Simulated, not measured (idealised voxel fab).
This is a process module. Its name is voxel double patterning.
It is cross-section cut that appears here, measuring 255 nm in width, its square cells being 5 nm in size.
A cross-section is written here as square cells arranged in a grid, and it is given in bands from the top down, each band taking up one or more rows of cells. Basically the band line says how high the top is and how high the bottom is, in nm, and then what's in it from left to right, every material with its width in nm. Empty space shows up as "blank", and if a single material carries "edge to edge" it runs the full band edge to edge. Measure heights from 0. That's the level where, below it, the as-received wafer is all one material. The lowest band is bottomless and extends downward; write it as in "from 0 down". When a width is written as two numbers, as in "30 to 40", the first number is the width in the top row of cells of the band and the second is the width in its bottom row, and the width changes by the same amount from each row to the next. A step reported as "remained the same" is a step in which no cell of the cross-section changed. Listed in "Closed empty spaces": every empty space of 8 or more cells without an open way to the top. Form: width x height at distance, the distance being from the left edge, all in nm. Read whatever lies past the settings on a step's line as the simulator's own remark about the step. overlay nm: how far to the right of its planned place the mask lay on this masked step (negative: to the left).

Steps planned for the process:
1. RECEIVE | material Si
2. CONFORMAL_DEP | material SiN | thk nm 10
3. DIRECTIONAL_DEP | material SiO2 | thk nm 15
4. DIRECTIONAL_DEP | material SiCN | thk nm 5
5. DIRECTIONAL_DEP | material aC | thk nm 10
6. PATTERN | tone open | mask id FIRST | material resist | width nm 15 | pitch nm 50 | thk nm 25 | overlay nm 0
7. DIRECTIONAL_ETCH | etch materials aC | depth nm 10
8. STRIP | etch materials resist
9. DIRECTIONAL_ETCH | etch materials SiCN | depth nm 5
10. STRIP | etch materials aC
11. MASKED_ETCH | tone open | mask id SECOND | width nm 15 | etch materials SiCN | depth nm 5 | overlay nm 0
12. DIRECTIONAL_ETCH | etch materials SiO2 | depth nm 15
13. STRIP | etch materials SiCN

Step 1 complete: cross-section of the wafer as received:
from 0 down  Si edge to edge
Closed empty spaces: none

Cross-sectional image of the first of two wafers at the end of the module, the run having proceeded as planned:
from 25 to 10  SiO2 95, then blank 15, then SiO2 10, then blank 15, then SiO2 10, then blank 15, then SiO2 95
from 10 to 0  SiN edge to edge
from 0 down  Si edge to edge
Closed empty spaces: none

What the second wafer looks like in cross-section once the module is done. Its start and its plan matched the first wafer's exactly; what differed was one mistake in how it was run:
from 25 to 10  SiO2 95, then blank 15, then SiO2 5, then blank 15, then SiO2 15, then blank 15, then SiO2 95
from 10 to 0  SiN edge to edge
from 0 down  Si edge to edge
Closed empty spaces: none
Against the plan, the run slipped here: step 11 did not use the planned setting and instead ran as MASKED_ETCH | tone open | mask id SECOND | width nm 15 | etch materials SiCN | depth nm 5 | overlay nm -5
Final wafers compared: equal cell tally per material, rearranged layout.
